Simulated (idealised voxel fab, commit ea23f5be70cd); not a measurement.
voxel wiring stack: a process module
Cross-section cut spans 205 nm and uses square cells 5 nm in size.
When this document writes out a cross-section, it uses a grid of square cells and lists it as bands, beginning at the top and moving down, with a band standing for one or more rows of cells. What a band's entry tells you: where the top is and where the bottom is, as heights in nm, and after that what lies inside, material by material from left to right, each with its width in nm. Empty space is written as the word "empty", and a single material marked with the word "all across" occupies the band from edge to edge. Heights are reckoned from 0. Under this level, the received wafer is all of one material. The bottommost band is open-ended downward, for example "0..down". The two numbers in a width such as "30..40" mark its ends across the band: the first belongs to the top row of cells, the second to the bottom row, and from each row to the next the width moves by the same amount. No cell of the cross-section changed in a step that is given as "nothing got changed". Unvented voids: empty space of 8 cells or more with no open way to the top, each as width x height at its distance from the left edge, in nm. Past the settings on a step's line: simulator remark, on that step. If you see "overlay nm" on a step's line and that step has a mask, it's telling you how far right of where it was planned the mask ended up; a negative number means it went left instead.
The process steps that were planned are listed below:
| 1 | RECEIVE, material Si |
| 2 | CONFORMAL_DEP, material SiO2, thk nm 10 |
| 3 | DIRECTIONAL_DEP, material TiN, thk nm 5 |
| 4 | DIRECTIONAL_DEP, material W, thk nm 25 |
| 5 | DIRECTIONAL_DEP, material aC, thk nm 15 |
| 6 | PATTERN, tone cover, mask id METAL_1, material resist, width nm 20, pitch nm 40, thk nm 35, overlay nm 0 |
| 7 | DIRECTIONAL_ETCH, etch materials aC, depth nm 15 |
| 8 | STRIP, etch materials resist |
| 9 | DIRECTIONAL_ETCH, etch materials W, depth nm 25 |
| 10 | DIRECTIONAL_ETCH, etch materials TiN, depth nm 5 |
| 11 | STRIP, etch materials aC |
| 12 | FILL_DEP, material SiO2, thk nm 5 |
| 13 | CMP, height nm 40 |
| 14 | CONFORMAL_DEP, material SiCN, thk nm 5 |
| 15 | DIRECTIONAL_DEP, material SiO2, thk nm 30 |
| 16 | MASKED_ETCH, tone open, mask id METAL_2_HOLES, width nm 15, pitch nm 40, etch materials SiO2, depth nm 30, overlay nm 0 |
| 17 | MASKED_ETCH, tone open, mask id METAL_2, width nm 20, pitch nm 40, etch materials SiO2, depth nm 20, overlay nm 0 |
| 18 | MASKED_ETCH, tone open, mask id METAL_2, width nm 20, pitch nm 40, etch materials SiCN, depth nm 5, overlay nm 0 |
| 19 | CONFORMAL_DEP, material TiN, thk nm 5 |
| 20 | FILL_DEP, material Ru, thk nm 5 |
| 21 | CMP, height nm 75 |
| 22 | CONFORMAL_DEP, material SiCN, thk nm 5 |
| 23 | DIRECTIONAL_DEP, material SiO2, thk nm 20 |
| 24 | MASKED_ETCH, tone open, mask id PLUG_2, width nm 15, pitch nm 80, etch materials SiO2, depth nm 20, overlay nm 0 |
| 25 | MASKED_ETCH, tone open, mask id PLUG_2, width nm 15, pitch nm 80, etch materials SiCN, depth nm 5, overlay nm 0 |
| 26 | CONFORMAL_DEP, material TiN, thk nm 5 |
| 27 | FILL_DEP, material W, thk nm 10 |
| 28 | CMP, height nm 100 |
| 29 | CONFORMAL_DEP, material SiN, thk nm 5 |
| 30 | DIRECTIONAL_DEP, material lowk, thk nm 20 |
| 31 | MASKED_ETCH, tone open, mask id METAL_3, width nm 20, pitch nm 40, etch materials lowk, depth nm 20, overlay nm 0 |
| 32 | MASKED_ETCH, tone open, mask id METAL_3, width nm 20, pitch nm 40, etch materials SiN, depth nm 5, overlay nm 0 |
| 33 | CONFORMAL_DEP, material TiN, thk nm 5 |
| 34 | FILL_DEP, material Cu, thk nm 5 |
| 35 | CMP, height nm 125 |
| 36 | CONFORMAL_DEP, material SiCN, thk nm 5 |
Cross-section, incoming material, after step 1:
0..down = Si all across
Unvented voids: none
First wafer of two, sectioned at end of module; run went per plan:
130..125 = SiCN all across
125..105 = lowk=30, then TiN=5, then Cu=10, then TiN=5, then lowk=20, then TiN=5, then Cu=10, then TiN=5, then lowk=20, then TiN=5, then Cu=10, then TiN=5, then lowk=20, then TiN=5, then Cu=10, then TiN=5, then lowk=35
105..100 = SiN=30, then TiN=20, then SiN=20, then TiN=20, then SiN=20, then TiN=20, then SiN=20, then TiN=20, then SiN=35
100..80 = SiO2=30, then TiN=5, then W=5, then TiN=5, then SiO2=65, then TiN=5, then W=5, then TiN=5, then SiO2=80
80..75 = SiCN=30, then TiN=15, then SiCN=65, then TiN=15, then SiCN=80
75..60 = SiO2=30, then TiN=5, then Ru=10, then TiN=5, then SiO2=20, then TiN=5, then Ru=10, then TiN=5, then SiO2=20, then TiN=5, then Ru=10, then TiN=5, then SiO2=20, then TiN=5, then Ru=10, then TiN=5, then SiO2=35
60..55 = SiO2=30, then TiN=5, then Ru=5, then TiN=10, then SiO2=20, then TiN=5, then Ru=5, then TiN=10, then SiO2=20, then TiN=5, then Ru=5, then TiN=10, then SiO2=20, then TiN=5, then Ru=5, then TiN=10, then SiO2=35
55..45 = SiO2=30, then TiN=5, then Ru=5, then TiN=5, then SiO2=25, then TiN=5, then Ru=5, then TiN=5, then SiO2=25, then TiN=5, then Ru=5, then TiN=5, then SiO2=25, then TiN=5, then Ru=5, then TiN=5, then SiO2=40
45..40 = SiCN=30, then TiN=15, then SiCN=25, then TiN=15, then SiCN=25, then TiN=15, then SiCN=25, then TiN=15, then SiCN=40
40..15 = SiO2=30, then W=20, then SiO2=20, then W=20, then SiO2=20, then W=20, then SiO2=20, then W=20, then SiO2=35
15..10 = SiO2=30, then TiN=20, then SiO2=20, then TiN=20, then SiO2=20, then TiN=20, then SiO2=20, then TiN=20, then SiO2=35
10..0 = SiO2 all across
0..down = Si all across
Unvented voids: none
Second wafer cross-section at end of module - shared start and plan with the first, one mistake in the run:
130..125 = SiCN all across
125..105 = lowk=30, then TiN=5, then Cu=10, then TiN=5, then lowk=20, then TiN=5, then Cu=10, then TiN=5, then lowk=20, then TiN=5, then Cu=10, then TiN=5, then lowk=20, then TiN=5, then Cu=10, then TiN=5, then lowk=35
105..100 = SiN=30, then TiN=20, then SiN=20, then TiN=20, then SiN=20, then TiN=20, then SiN=20, then TiN=20, then SiN=35
100..80 = SiO2=30, then TiN=5, then W=5, then TiN=5, then SiO2=65, then TiN=5, then W=5, then TiN=5, then SiO2=80
80..75 = SiCN=30, then TiN=15, then SiCN=65, then TiN=15, then SiCN=80
75..55 = SiO2=30, then TiN=5, then Ru=10, then TiN=5, then SiO2=20, then TiN=5, then Ru=10, then TiN=5, then SiO2=20, then TiN=5, then Ru=10, then TiN=5, then SiO2=20, then TiN=5, then Ru=10, then TiN=5, then SiO2=35
55..45 = SiO2=30, then TiN=5, then Ru=5, then TiN=10..5, then SiO2=20..25, then TiN=5, then Ru=5, then TiN=10..5, then SiO2=20..25, then TiN=5, then Ru=5, then TiN=10..5, then SiO2=20..25, then TiN=5, then Ru=5, then TiN=10..5, then SiO2=35..40
45..40 = SiCN=30, then TiN=15, then SiCN=25, then TiN=15, then SiCN=25, then TiN=15, then SiCN=25, then TiN=15, then SiCN=40
40..15 = SiO2=30, then W=20, then SiO2=20, then W=20, then SiO2=20, then W=20, then SiO2=20, then W=20, then SiO2=35
15..10 = SiO2=30, then TiN=20, then SiO2=20, then TiN=20, then SiO2=20, then TiN=20, then SiO2=20, then TiN=20, then SiO2=35
10..0 = SiO2 all across
0..down = Si all across
Unvented voids: none
It is concluded that the wafer was processed incorrectly with respect to the plan, in that it should be noted that step 17 was executed with settings other than those planned, the operation and settings actually applied being MASKED_ETCH, tone open, mask id METAL_2, width nm 20, pitch nm 40, etch materials SiO2, depth nm 25, overlay nm 0
Heads up, by the end the second wafer has more or fewer cells of some materials compared to the first: Ru +4 | SiO2 -4
